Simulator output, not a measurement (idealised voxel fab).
The process module that follows is named voxel self aligned vias.
This is section cut - it's 175 nm across, gridded in 5 nm square cells.
How to read a cross-section here: the picture is a grid of square cells, written as bands going from the top down, and any band can span one or more rows of cells. Quick guide to a band line: top height, bottom height (nm) up front; then every material left to right with its width in nm. Only one material and it's marked "edge to edge"? Then it fills the band edge to edge. And "air" just means empty space. Height reference: 0 = level under which incoming wafer is all one material. Lowest band: no bottom, runs on downward, e.g. "0 down". Graded width ("30 to 40"): value in top row of band = first number; value in bottom row = second number; row-to-row change constant. "nothing was modified" means the step left every cell of the cross-section as it was. The list in "Closed internal voids" covers empty spaces of 8 cells or more that cannot reach the top through any open way, and it gives each as width x height at distance; the distance is from the left edge, and width, height and distance are in nm. Past the settings on a step's line: simulator remark, on that step. A step line may carry the setting "overlay nm", which, for steps involving a mask, states the distance by which the mask lay to the right of its intended position; negative values denote displacement to the left.

LIST OF PLANNED PROCESS STEPS
1: RECEIVE: material Si
2: CONFORMAL_DEP: material SiO2, thk nm 15
3: CONFORMAL_DEP: material SiCN, thk nm 5
4: DIRECTIONAL_DEP: material lowk, thk nm 20
5: MASKED_ETCH: tone open, mask id LINES, width nm 30, pitch nm 70, etch materials lowk, depth nm 20, overlay nm 0
6: CONFORMAL_DEP: material TiN, thk nm 5
7: FILL_DEP: material Ru, thk nm 10
8: CMP: height nm 40
9: SELECTIVE_ETCH: etch materials W Ru TiN, depth nm 5
10: FILL_DEP: material SiN, thk nm 10
11: CMP: height nm 40
12: DIRECTIONAL_DEP: material lowk, thk nm 20
13: DIRECTIONAL_DEP: material aC, thk nm 15
14: PATTERN: tone open, mask id VIAS, material resist, width nm 40, pitch nm 70, thk nm 30, overlay nm -15
15: DIRECTIONAL_ETCH: etch materials aC, depth nm 15
16: STRIP: etch materials resist
17: DIRECTIONAL_ETCH: etch materials lowk, depth nm 20
18: DIRECTIONAL_ETCH: etch materials SiN, depth nm 5
19: STRIP: etch materials aC
20: CONFORMAL_DEP: material TiN, thk nm 5
21: FILL_DEP: material Ru, thk nm 10
22: CMP: height nm 60
23: CONFORMAL_DEP: material SiCN, thk nm 5
Every wafer here starts from the same state; it is the step 14 overlay nm that distinguishes them, and the value the plan gives belongs to the first wafer.

HERE'S THE FIRST OF THE WAFERS IN CROSS-SECTION, JUST AS WE GOT IT, I.E. AFTER STEP 1
0 down = Si edge to edge
Closed internal voids: none

SO IN THIS TABLE EVERY WAFER GETS ITS OWN ROW, AND WHAT YOU SEE IS WHERE IT STANDS AT THE END OF THE MODULE: FOR EACH MATERIAL, HOW MANY CELLS IT PICKED UP (+) OR GAVE UP (-) SINCE WE RECEIVED IT, AND AFTER THAT ITS CLOSED VOIDS
overlay nm -15, +56 Ru, +70 SiCN, +4 SiN, +105 SiO2, +52 TiN, +168 lowk, Closed internal voids: none
overlay nm -10, +58 Ru, +70 SiCN, +2 SiN, +105 SiO2, +52 TiN, +168 lowk, Closed internal voids: none
overlay nm -5, +60 Ru, +70 SiCN, +105 SiO2, +52 TiN, +168 lowk, Closed internal voids: none
overlay nm 0, +60 Ru, +70 SiCN, +105 SiO2, +52 TiN, +168 lowk, Closed internal voids: none
overlay nm 5, +60 Ru, +70 SiCN, +105 SiO2, +52 TiN, +168 lowk, Closed internal voids: none
overlay nm 10, +58 Ru, +70 SiCN, +2 SiN, +105 SiO2, +52 TiN, +168 lowk, Closed internal voids: none
overlay nm 15, +56 Ru, +70 SiCN, +4 SiN, +105 SiO2, +52 TiN, +168 lowk, Closed internal voids: none
